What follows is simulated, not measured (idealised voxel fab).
This section sets out a process module, namely voxel gate over fins.
Section cut is 245 nm wide and gridded with 5 nm square cells.
In what follows, cross-sections appear as grids of square cells, described through bands that run from the top down, where every band is one or more rows of cells. Look at the band entry: it leads with the top's height and the bottom's height in nm. Then it lists the materials left to right, with a width in nm for each. The word "all across" on a single material says that material fills the band edge to edge. The word "blank" is empty space. Height reference: 0 = level under which incoming wafer is all one material. Lowest band: no bottom, runs on downward, e.g. "0 and below". The width entry "30..40" should be interpreted row by row: the top row of cells in the band takes the first number, the bottom row takes the second number, and the change between adjacent rows is uniform throughout. No cell of the cross-section changed in a step that is given as "nothing different". The entry "Voids lacking openings" lists the empty spaces that cover at least 8 cells and have no open path to the top. Each is written as width x height at distance, where the distance is measured from the left edge and all three values are in nm. That trailing text on a step's line, after the settings, is the simulator's own remark on the step. overlay nm: how far to the right of its planned place the mask lay on this masked step (negative: to the left). Read the rest as pairs. Take the cross-section before one process step, then the cross-section after it, which shows only down to the lowest band that changed. Under the pair, find the step between them and its settings. Bear in mind that pairs may come from different runs of this module on the same starting wafer: link a pair to the pair above it only where its entry headed "Snapshot before" says to.

Snapshot before
    25 down to 20  W all across
    20 down to 15  W 35; TiN 155; W 55
    15 down to 10  W 35; TiN 5; TiAl 45; TiN 5; TiAl 45; TiN 5; TiAl 45; TiN 5; W 55
    10 down to 5  TiN 40; TiAl 5; TiN 35; TiAl 5; TiN 5; TiAl 5; TiN 35; TiAl 5; TiN 5; TiAl 5; TiN 35; TiAl 5; TiN 60
    5 down to 0  TiAl 45; TiN 5; HfO2 25; TiN 5; TiAl 15; TiN 5; HfO2 25; TiN 5; TiAl 15; TiN 5; HfO2 25; TiN 5; TiAl 65
    0 down to -5  TiN 50; HfO2 5; Si 15; HfO2 5; TiN 25; HfO2 5; Si 15; HfO2 5; TiN 25; HfO2 5; Si 15; HfO2 5; TiN 70
    -5 down to -10  HfO2 55; Si 15; HfO2 35; Si 15; HfO2 35; Si 15; HfO2 75
    -10 down to -20  SiO2 55; Si 15; SiO2 35; Si 15; SiO2 35; Si 15; SiO2 75
    -20 down to -30  SiO2 55; Si 15; SiO2 20; TiN 5; W 5; TiN 5; Si 15; SiO2 35; Si 15; SiO2 75
    -30 down to -35  SiO2 55; Si 15; SiO2 20; TiN 15; Si 15; SiO2 35; Si 15; SiO2 75
    -35 down to -40  SiO2 55; Si 15; SiO2 35; Si 15; SiO2 35; Si 15; SiO2 75
    -40 and below  Si all across
    Voids lacking openings: none

Post-Step Section View
    35 down to 25  SiN all across
    Heights below 25 show no change.
    Voids lacking openings: none
The cross-sections above show the structure before and after this step: CONFORMAL_DEP [material SiN] [thk nm 10]

Snapshot before
    25 down to 20  W all across
    20 down to 15  W 45; TiN 155; W 45
    15 down to 10  W 45; TiN 5; TiAl 45; TiN 5; TiAl 45; TiN 5; TiAl 45; TiN 5; W 45
    10 down to 5  TiN 50; TiAl 5; TiN 35; TiAl 5; TiN 5; TiAl 5; TiN 35; TiAl 5; TiN 5; TiAl 5; TiN 35; TiAl 5; TiN 50
    5 down to 0  TiAl 55; TiN 5; HfO2 25; TiN 5; TiAl 15; TiN 5; HfO2 25; TiN 5; TiAl 15; TiN 5; HfO2 25; TiN 5; TiAl 55
    0 down to -5  TiN 60; HfO2 5; Si 15; HfO2 5; TiN 25; HfO2 5; Si 15; HfO2 5; TiN 25; HfO2 5; Si 15; HfO2 5; TiN 60
    -5 down to -10  HfO2 65; Si 15; HfO2 35; Si 15; HfO2 35; Si 15; HfO2 65
    -10 down to -20  SiO2 65; Si 15; SiO2 35; Si 15; SiO2 35; Si 15; SiO2 65
    -20 down to -30  SiO2 65; Si 15; SiO2 10; TiN 5; W 5; TiN 5; SiO2 10; Si 15; SiO2 35; Si 15; SiO2 65
    -30 down to -35  SiO2 65; Si 15; SiO2 10; TiN 15; SiO2 10; Si 15; SiO2 35; Si 15; SiO2 65
    -35 down to -40  SiO2 65; Si 15; SiO2 35; Si 15; SiO2 35; Si 15; SiO2 65
    -40 and below  Si all across
    Voids lacking openings: none

Post-Step Section View
    35 down to 25  Ru all across
    Heights below 25 show no change.
    Voids lacking openings: none
The cross-sections above show the structure before and after this step: CONFORMAL_DEP [material Ru] [thk nm 10]

Snapshot before
    10 down to 0  SiN all across
    0 and below  Si all across
    Voids lacking openings: none

Post-Step Section View
    25 down to 10  resist 65; blank 15; resist 35; blank 15; resist 35; blank 15; resist 65
    Heights below 10 show no change.
    Voids lacking openings: none
The cross-sections above show the structure before and after this step: PATTERN [tone open] [mask id FINS] [material resist] [width nm 15] [pitch nm 50] [thk nm 15] [overlay nm 0]

Snapshot before: as shown after the step in the preceding pair, directly above.

Post-Step Section View
    25 down to 10  resist 65; blank 15; resist 35; blank 15; resist 35; blank 15; resist 65
    10 down to 0  SiN 65; blank 15; SiN 35; blank 15; SiN 35; blank 15; SiN 65
    Heights below 0 show no change.
    Voids lacking openings: none
The cross-sections above show the structure before and after this step: DIRECTIONAL_ETCH [etch materials SiN] [depth nm 10]

Snapshot before: as shown after the step in the preceding pair, directly above.

Post-Step Section View
    25 down to 10  resist 65; blank 15; resist 35; blank 15; resist 35; blank 15; resist 65
    10 down to 0  SiN 65; blank 15; SiN 35; blank 15; SiN 35; blank 15; SiN 65
    0 down to -40  Si 65; blank 15; Si 35; blank 15; Si 35; blank 15; Si 65
    Heights below -40 show no change.
    Voids lacking openings: none
The cross-sections above show the structure before and after this step: DIRECTIONAL_ETCH [etch materials Si] [depth nm 40]

Snapshot before: as shown after the step in the preceding pair, directly above.

Post-Step Section View
    10 down to 0  SiN 65; blank 15; SiN 35; blank 15; SiN 35; blank 15; SiN 65
    Heights below 0 show no change.
    Voids lacking openings: none
The cross-sections above show the structure before and after this step: STRIP [etch materials resist]

Snapshot before: as shown after the step in the preceding pair, directly above.

Post-Step Section View
    20 down to 10  SiO2 all across
    10 down to 0  SiN 65; SiO2 15; SiN 35; SiO2 15; SiN 35; SiO2 15; SiN 65
    0 down to -40  Si 65; SiO2 15; Si 35; SiO2 15; Si 35; SiO2 15; Si 65
    Heights below -40 show no change.
    Voids lacking openings: none
The cross-sections above show the structure before and after this step: FILL_DEP [material SiO2] [thk nm 10]

Snapshot before: as shown after the step in the preceding pair, directly above.

Post-Step Section View
    10 down to 0  SiN 65; SiO2 15; SiN 35; SiO2 15; SiN 35; SiO2 15; SiN 65
    Heights below 0 show no change.
    Voids lacking openings: none
The cross-sections above show the structure before and after this step: CMP [height nm 10]

Snapshot before: as shown after the step in the preceding pair, directly above.

Post-Step Section View
    25 down to 10  resist 90; blank 15; resist 140
    Heights below 10 show no change.
    Voids lacking openings: none
The cross-sections above show the structure before and after this step: PATTERN [tone open] [mask id RAIL] [material resist] [width nm 15] [thk nm 15] [overlay nm 0]

Snapshot before: as shown after the step in the preceding pair, directly above.

Post-Step Section View
    10 down to 0  SiN 65; SiO2 15; SiN 35; SiO2 15; SiN 35; SiO2 15; SiN 65
    Heights below 0 show no change.
    Voids lacking openings: none
The cross-sections above show the structure before and after this step: STRIP [etch materials resist]

Snapshot before: as shown after the step in the preceding pair, directly above.

Post-Step Section View
    15 down to 10  TiN all across
    Heights below 10 show no change.
    Voids lacking openings: none
The cross-sections above show the structure before and after this step: CONFORMAL_DEP [material TiN] [thk nm 5]

Snapshot before: as shown after the step in the preceding pair, directly above.

Post-Step Section View
    25 down to 15  W all across
    Heights below 15 show no change.
    Voids lacking openings: none
The cross-sections above show the structure before and after this step: FILL_DEP [material W] [thk nm 10]

Snapshot before: as shown after the step in the preceding pair, directly above.

Post-Step Section View
    10 down to 0  SiN 65; SiO2 15; SiN 35; SiO2 15; SiN 35; SiO2 15; SiN 65
    Heights below 0 show no change.
    Voids lacking openings: none
The cross-sections above show the structure before and after this step: CMP [height nm 10]

Snapshot before: as shown after the step in the preceding pair, directly above.

Post-Step Section View
    15 down to 10  SiO2 all across
    Heights below 10 show no change.
    Voids lacking openings: none
The cross-sections above show the structure before and after this step: FILL_DEP [material SiO2] [thk nm 5]

Snapshot before: as shown after the step in the preceding pair, directly above.

Post-Step Section View
    10 down to 0  SiN 65; SiO2 15; SiN 35; SiO2 15; SiN 35; SiO2 15; SiN 65
    Heights below 0 show no change.
    Voids lacking openings: none
The cross-sections above show the structure before and after this step: CMP [height nm 10]

Snapshot before: as shown after the step in the preceding pair, directly above.

Post-Step Section View
    10 down to 0  SiN 65; blank 15; SiN 35; blank 15; SiN 35; blank 15; SiN 65
    0 down to -10  Si 65; blank 15; Si 35; blank 15; Si 35; blank 15; Si 65
    Heights below -10 show no change.
    Voids lacking openings: none
The cross-sections above show the structure before and after this step: SELECTIVE_ETCH [etch materials SiO2] [depth nm 20]

Snapshot before: as shown after the step in the preceding pair, directly above.

Post-Step Section View
    0 down to -10  Si 65; blank 15; Si 35; blank 15; Si 35; blank 15; Si 65
    Heights below -10 show no change.
    Voids lacking openings: none
The cross-sections above show the structure before and after this step: STRIP [etch materials SiN]

Snapshot before: as shown after the step in the preceding pair, directly above.

Post-Step Section View
    5 down to 0  HfO2 70; blank 5; HfO2 45; blank 5; HfO2 45; blank 5; HfO2 70
    0 down to -5  Si 65; HfO2 5; blank 5; HfO2 5; Si 35; HfO2 5; blank 5; HfO2 5; Si 35; HfO2 5; blank 5; HfO2 5; Si 65
    -5 down to -10  Si 65; HfO2 15; Si 35; HfO2 15; Si 35; HfO2 15; Si 65
    Heights below -10 show no change.
    Voids lacking openings: none
The cross-sections above show the structure before and after this step: CONFORMAL_DEP [material HfO2] [thk nm 5]

Snapshot before: as shown after the step in the preceding pair, directly above.

Post-Step Section View
    10 down to 5  TiN all across
    5 down to 0  HfO2 70; TiN 5; HfO2 45; TiN 5; HfO2 45; TiN 5; HfO2 70
    0 down to -5  Si 65; HfO2 5; TiN 5; HfO2 5; Si 35; HfO2 5; TiN 5; HfO2 5; Si 35; HfO2 5; TiN 5; HfO2 5; Si 65
    Heights below -5 show no change.
    Voids lacking openings: none
The cross-sections above show the structure before and after this step: CONFORMAL_DEP [material TiN] [thk nm 5]

Snapshot before: as shown after the step in the preceding pair, directly above.

Post-Step Section View
    15 down to 10  TiAl all across
    Heights below 10 show no change.
    Voids lacking openings: none
The cross-sections above show the structure before and after this step: CONFORMAL_DEP [material TiAl] [thk nm 5]

Snapshot before: as shown after the step in the preceding pair, directly above.

Post-Step Section View
    20 down to 15  TiN all across
    Heights below 15 show no change.
    Voids lacking openings: none
The cross-sections above show the structure before and after this step: CONFORMAL_DEP [material TiN] [thk nm 5]

Snapshot before: as shown after the step in the preceding pair, directly above.

Post-Step Section View
    30 down to 20  W all across
    Heights below 20 show no change.
    Voids lacking openings: none
The cross-sections above show the structure before and after this step: FILL_DEP [material W] [thk nm 10]

Snapshot before: as shown after the step in the preceding pair, directly above.

Post-Step Section View
    25 down to 20  W all across
    Heights below 20 show no change.
    Voids lacking openings: none
The cross-sections above show the structure before and after this step: CMP [height nm 25]

Snapshot before: as shown after the step in the preceding pair, directly above.

Post-Step Section View
    35 down to 25  SiN all across
    Heights below 25 show no change.
    Voids lacking openings: none
The cross-sections above show the structure before and after this step: CONFORMAL_DEP [material SiN] [thk nm 10]
